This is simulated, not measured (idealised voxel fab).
Process module under the name voxel wiring stack
Cross-section cut: width 185 nm, square cells of 5 nm.
How to read a cross-section here: the picture is a grid of square cells, written as bands going from the top down, and any band can span one or more rows of cells. Top height, bottom height, nm. Materials left to right, width each, nm. Single material + "everywhere" = fills band edge to edge. "air" = empty. The reference from which all heights are counted is 0, the level beneath which the as-received wafer is entirely one material; the lowest band, having no lower bound, proceeds downward and is written after the example "0 and below". The expression "30 to 40" gives the width at the extremes of the band, the first number at its top row of cells and the second at its bottom row, with the width changing by equal amounts from each row to the next in between. No cell of the cross-section changed in a step that is given as "same as before". Closed-off voids of 8+ cells (no open route to the top) go in "Internal closed voids", written width x height at distance from the left edge, in nm. after a step's settings: what the simulator itself notes on the step. A step line may carry the setting "overlay nm", which, for steps involving a mask, states the distance by which the mask lay to the right of its intended position; negative values denote displacement to the left.
## This section lists the process steps that were planned
1 RECEIVE | material Si
2 CONFORMAL_DEP | material SiO2 | thk nm 15
3 DIRECTIONAL_DEP | material TiN | thk nm 5
4 DIRECTIONAL_DEP | material Ru | thk nm 25
5 PATTERN | tone cover | mask id METAL_1 | material resist | width nm 30 | pitch nm 45 | thk nm 15 | overlay nm 0
6 DIRECTIONAL_ETCH | etch materials Ru | depth nm 25
7 DIRECTIONAL_ETCH | etch materials TiN | depth nm 5
8 STRIP | etch materials resist
9 CONFORMAL_DEP | material SiCN | thk nm 5
10 FILL_DEP | material SiO2 | thk nm 5
11 CMP | height nm 45
12 CONFORMAL_DEP | material SiCN | thk nm 5
13 DIRECTIONAL_DEP | material lowk | thk nm 10
14 DIRECTIONAL_DEP | material aC | thk nm 15
15 PATTERN | tone open | mask id PLUG_1 | material resist | width nm 15 | pitch nm 90 | thk nm 30 | overlay nm 0
16 DIRECTIONAL_ETCH | etch materials aC | depth nm 15
17 STRIP | etch materials resist
18 DIRECTIONAL_ETCH | etch materials lowk | depth nm 10
19 DIRECTIONAL_ETCH | etch materials SiCN | depth nm 5
20 STRIP | etch materials aC
21 EPI | material Ru | thk nm 10
22 EPI | material Ru | thk nm 5
23 CONFORMAL_DEP | material SiN | thk nm 5
24 DIRECTIONAL_DEP | material lowk | thk nm 25
25 MASKED_ETCH | tone open | mask id METAL_2 | width nm 30 | pitch nm 45 | etch materials lowk | depth nm 25 | overlay nm 0
26 MASKED_ETCH | tone open | mask id METAL_2 | width nm 30 | pitch nm 45 | etch materials SiN | depth nm 5 | overlay nm 0
27 CONFORMAL_DEP | material TiN | thk nm 5
28 FILL_DEP | material Cu | thk nm 5
29 CMP | height nm 90
30 EPI | material Ru | thk nm 5
31 FILL_DEP | material SiCN | thk nm 5
32 DIRECTIONAL_DEP | material lowk | thk nm 25
33 DIRECTIONAL_DEP | material aC | thk nm 15
34 PATTERN | tone open | mask id METAL_3_HOLES | material resist | width nm 15 | pitch nm 45 | thk nm 35 | overlay nm 0
35 DIRECTIONAL_ETCH | etch materials aC | depth nm 15
36 STRIP | etch materials resist
37 DIRECTIONAL_ETCH | etch materials lowk | depth nm 25
38 STRIP | etch materials aC
39 DIRECTIONAL_DEP | material aC | thk nm 10
40 PATTERN | tone open | mask id METAL_3 | material resist | width nm 30 | pitch nm 45 | thk nm 30 | overlay nm 0
41 DIRECTIONAL_ETCH | etch materials aC | depth nm 10
42 STRIP | etch materials resist
43 DIRECTIONAL_ETCH | etch materials lowk | depth nm 15
44 DIRECTIONAL_ETCH | etch materials SiCN | depth nm 5
45 STRIP | etch materials aC
46 CONFORMAL_DEP | material TiN | thk nm 5
47 FILL_DEP | material Cu | thk nm 10
48 CMP | height nm 125
49 CONFORMAL_DEP | material SiN | thk nm 5
varied across the wafers: thk nm of step 27. The plan shows the first wafer's value. All wafers start alike
## This is how the first of several wafers looked in cross-section when it arrived, which is after step 1
0 and below: Si everywhere
Internal closed voids: none
## Per-wafer rows below. For each material: cells gained (+) or lost (-) since the wafer was received, as of end of module. Then: closed voids
thk nm 5; +93 Cu; +132 Ru; +121 SiCN; +56 SiN; +176 SiO2; +114 TiN; +270 lowk; Internal closed voids: none
thk nm 10; +57 Cu; +132 Ru; +121 SiCN; +56 SiN; +176 SiO2; +150 TiN; +270 lowk; Internal closed voids: none
thk nm 15; +33 Cu; +132 Ru; +121 SiCN; +56 SiN; +176 SiO2; +174 TiN; +270 lowk; Internal closed voids: none
thk nm 20; +33 Cu; +132 Ru; +121 SiCN; +56 SiN; +176 SiO2; +174 TiN; +270 lowk; Internal closed voids: none
